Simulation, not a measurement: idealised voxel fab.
Proc. module: voxel self aligned contacts
The cross-section on display is named cut; it measures 170 nm wide, and its cells are 5 nm squares.
The cross-sections in this document take the form of a grid made of square cells. They are written out as bands, in order from top to bottom. Each band consists of one or more rows of cells. This entry defines a band. It first specifies the height of the band's top and the height of its bottom in nm, and then specifies the band's materials from left to right, stating each material with its width in nm. The word "full width" identifies a single material that fills the band from edge to edge, while the word "blank" identifies empty space. Height is counted from the level 0, under which the received wafer is composed throughout of one material. The lowest of the bands is not closed at the bottom but continues downward, in the notation "0..down". When a width is written as two numbers, as in "30 to 40", the first number is the width in the top row of cells of the band and the second is the width in its bottom row, and the width changes by the same amount from each row to the next. Basically "changes: none" means that step didn't change any cell in the cross-section. "Enclosed empty spaces": sealed empty spaces, 8 cells or more, no open way to top, listed width x height at distance, with distance from the left edge and width, height and distance in nm. Step line, after settings: the simulator's comment on this step. "overlay nm" denotes, for a step that has a mask, the displacement of the mask to the right of its planned place, with negative values corresponding to the left.

Below is the list of planned process steps:
| 1 | RECEIVE | material Si |
| 2 | OXIDIZE | depth nm 5 |
| 3 | DIRECTIONAL_DEP | material polySi | thk nm 25 |
| 4 | DIRECTIONAL_DEP | material SiN | thk nm 20 |
| 5 | DIRECTIONAL_DEP | material aC | thk nm 10 |
| 6 | PATTERN | tone cover | mask id GATE | material resist | width nm 30 | pitch nm 65 | thk nm 30 | overlay nm 0 |
| 7 | DIRECTIONAL_ETCH | etch materials aC | depth nm 10 |
| 8 | STRIP | etch materials resist |
| 9 | DIRECTIONAL_ETCH | etch materials SiN | depth nm 20 |
| 10 | DIRECTIONAL_ETCH | etch materials polySi | depth nm 25 |
| 11 | STRIP | etch materials aC |
| 12 | CONFORMAL_DEP | material SiN | thk nm 10 |
| 13 | DIRECTIONAL_ETCH | etch materials SiN | depth nm 10 |
| 14 | FILL_DEP | material SiO2 | thk nm 20 |
| 15 | CMP | height nm 55 |
| 16 | DIRECTIONAL_DEP | material aC | thk nm 10 |
| 17 | PATTERN | tone open | mask id CONTACT | material resist | width nm 45 | thk nm 25 | overlay nm 0 |
| 18 | DIRECTIONAL_ETCH | etch materials aC | depth nm 10 |
| 19 | STRIP | etch materials resist |
| 20 | DIRECTIONAL_ETCH | etch materials SiO2 | depth nm 60 |
| 21 | STRIP | etch materials aC |
| 22 | CONFORMAL_DEP | material TiN | thk nm 5 |
| 23 | FILL_DEP | material Ru | thk nm 10 |
| 24 | CMP | height nm 55 |
| 25 | CONFORMAL_DEP | material SiCN | thk nm 5 |

Wafer cross-section on receipt, i.e. after step 1:
  0..down  Si full width
  Enclosed empty spaces: none

Cross-sectional result after module completion. Note: starting condition and plan are unchanged from above; one processing mistake was made:
  60..55  SiCN full width
  55..45  60 SiO2 | 5 to 20 TiN | 35 to 5 Ru | 5 to 20 TiN | 65 SiO2
  45..25  25 SiO2 | 50 SiN | 5 TiN | 5 Ru | 5 TiN | 50 SiN | 30 SiO2
  25..5  25 SiO2 | 10 SiN | 30 polySi | 10 SiN | 5 TiN | 5 Ru | 5 TiN | 10 SiN | 30 polySi | 10 SiN | 30 SiO2
  5..0  25 SiO2 | 10 SiN | 30 polySi | 10 SiN | 15 TiN | 10 SiN | 30 polySi | 10 SiN | 30 SiO2
  0..down  Si full width
  Enclosed empty spaces: none
The mistake made against the process plan was this: step 2 of the plan: omitted, not performed
